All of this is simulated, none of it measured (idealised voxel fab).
The following process module bears the name voxel spacer lines.
Displayed cross-section: cut, width of 270 nm, square cells sized 5 nm.
Just so we're on the same page, the cross-sections are grids of square cells, and they're listed out in bands top to bottom, each band one or more rows deep. Basically the band line says how high the top is and how high the bottom is, in nm, and then what's in it from left to right, every material with its width in nm. Empty space shows up as "air", and if a single material carries "full width" it runs the full band edge to edge. Ref level 0: as-received wafer is one material below here. Bottom band extends down with no lower bound ("0 -> down"). Note: "30..40" means the width goes from the first number (top row of the band) to the second number (bottom row) in equal steps per row of cells. "changes: none" means the step left every cell of the cross-section as it was. Closed empty spaces (no open way to the top) of 8 cells or more are what "Closed void roster" lists, each as width x height at distance from the left edge, nm for all three. Post-settings text on a step line: simulator's own remark regarding the step. "overlay nm" on a masked step: distance the mask lay right of its planned place, negative for left.

Steps planned for the process
- 1: op RECEIVE | material Si
- 2: op CONFORMAL_DEP | material SiO2 | thk nm 10
- 3: op DIRECTIONAL_DEP | material W | thk nm 20
- 4: op DIRECTIONAL_DEP | material polySi | thk nm 25
- 5: op PATTERN | tone cover | mask id MANDREL | material resist | width nm 15 | pitch nm 60 | thk nm 35 | overlay nm -15
- 6: op DIRECTIONAL_ETCH | etch materials polySi | depth nm 25
- 7: op STRIP | etch materials resist
- 8: op CONFORMAL_DEP | material SiN | thk nm 15
- 9: op DIRECTIONAL_ETCH | etch materials SiN | depth nm 15
- 10: op STRIP | etch materials polySi
- 11: op DIRECTIONAL_ETCH | etch materials W | depth nm 20
- 12: op STRIP | etch materials SiN
- 13: op FILL_DEP | material lowk | thk nm 5
- 14: op CMP | height nm 30
Keep in mind the plan's value for the overlay nm of step 5 comes from the first wafer; the wafers don't share that setting, but they do share the same starting point.

This is how the first of several wafers looked in cross-section when it arrived, which is after step 1
- 0 -> down = Si full width
- Closed void roster: none

each wafer at the end: cells of each material gained (+) or lost (-) since it was received, then its closed voids
overlay nm -15; +108 SiO2; +72 W; +144 lowk; Closed void roster: none
overlay nm -10; +108 SiO2; +72 W; +144 lowk; Closed void roster: none
overlay nm -5; +108 SiO2; +72 W; +144 lowk; Closed void roster: none
overlay nm 0; +108 SiO2; +72 W; +144 lowk; Closed void roster: none
overlay nm 5; +108 SiO2; +72 W; +144 lowk; Closed void roster: none
overlay nm 10; +108 SiO2; +72 W; +144 lowk; Closed void roster: none
overlay nm 15; +108 SiO2; +72 W; +144 lowk; Closed void roster: none
